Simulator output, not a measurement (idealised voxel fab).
process module | voxel self aligned contacts
cross-section cut | 260 nm wide | cells 5 nm
A cross-section is a grid of square cells, given in bands from the top down. A band is one or more rows of cells.
Each band's line starts with the height of the band's top and of its bottom, in nm. Then come its materials from left to right, each with its width in nm. One material with "throughout" fills the band from edge to edge. "air" is empty space.
Height 0 is the level under which the wafer as received is all one material. The lowest band goes on downwards, as in "0 down".
A width such as "30 to 40" changes by the same amount from each row of cells to the next, from the band's top row to its bottom row.
"no change" after a step means that no cell of the cross-section changed.
closed voids: empty space of 8 cells or more with no open way to the top, each as width x height at its distance from the left edge, in nm
after a step's settings: what the simulator itself notes on the step
overlay nm, on a step with a mask: how far to the right of its planned place the mask lay; to the left if negative
plan
1 op RECEIVE | material Si
2 op CONFORMAL_DEP | material SiO2 | thk nm 5
3 op DIRECTIONAL_DEP | material polySi | thk nm 30
4 op DIRECTIONAL_DEP | material SiN | thk nm 15
5 op MASKED_ETCH | tone cover | mask id GATE | width nm 25 | pitch nm 55 | etch materials SiN | depth nm 15 | overlay nm 0
6 op MASKED_ETCH | tone cover | mask id GATE | width nm 25 | pitch nm 55 | etch materials polySi | depth nm 30 | overlay nm 0
7 op CONFORMAL_DEP | material SiN | thk nm 5
8 op DIRECTIONAL_ETCH | etch materials SiN | depth nm 5
9 op FILL_DEP | material SiO2 | thk nm 20
10 op CMP | height nm 60
11 op PATTERN | tone open | mask id CONTACT | material resist | width nm 40 | thk nm 20 | overlay nm 0
12 op DIRECTIONAL_ETCH | etch materials SiO2 | depth nm 60
13 op STRIP | etch materials resist
14 op CONFORMAL_DEP | material TiN | thk nm 5
15 op FILL_DEP | material Ru | thk nm 5
16 op CMP | height nm 60
17 op CONFORMAL_DEP | material SiCN | thk nm 5
as received, after step 1
  0 down: Si throughout
  closed voids: none
first wafer at the end, as planned
  65 to 60: SiCN throughout
  60 to 50: SiO2 110 | TiN 5 to 15 | Ru 30 to 10 | TiN 5 to 15 | SiO2 110
  50 to 35: SiO2 85 | SiN 35 | TiN 5 | Ru 10 | TiN 5 | SiN 35 | SiO2 85
  35 to 5: SiO2 85 | SiN 5 | polySi 25 | SiN 5 | TiN 5 | Ru 10 | TiN 5 | SiN 5 | polySi 25 | SiN 5 | SiO2 85
  5 to 0: SiO2 120 | TiN 20 | SiO2 120
  0 down: Si throughout
  closed voids: none
second wafer at the end: like start, like plan, one mistake
  65 to 60: SiCN throughout
  60 to 50: Ru 105 to 80 | TiN 5 to 30 | SiO2 40 | TiN 5 to 30 | Ru 105 to 80
  50 to 35: Ru 80 | TiN 5 | SiN 35 | SiO2 20 | SiN 35 | TiN 5 | Ru 80
  35 to 5: Ru 80 | TiN 5 | SiN 5 | polySi 25 | SiN 5 | SiO2 20 | SiN 5 | polySi 25 | SiN 5 | TiN 5 | Ru 80
  5 to 0: TiN 85 | SiO2 90 | TiN 85
  0 down: Si throughout
  closed voids: none
what went wrong: step 11 ran as: op PATTERN | tone cover | mask id CONTACT | material resist | width nm 40 | thk nm 20 | overlay nm 0
at the end the second wafer has, in cells: 336 more of Ru | 372 fewer of SiO2 | 36 more of TiN
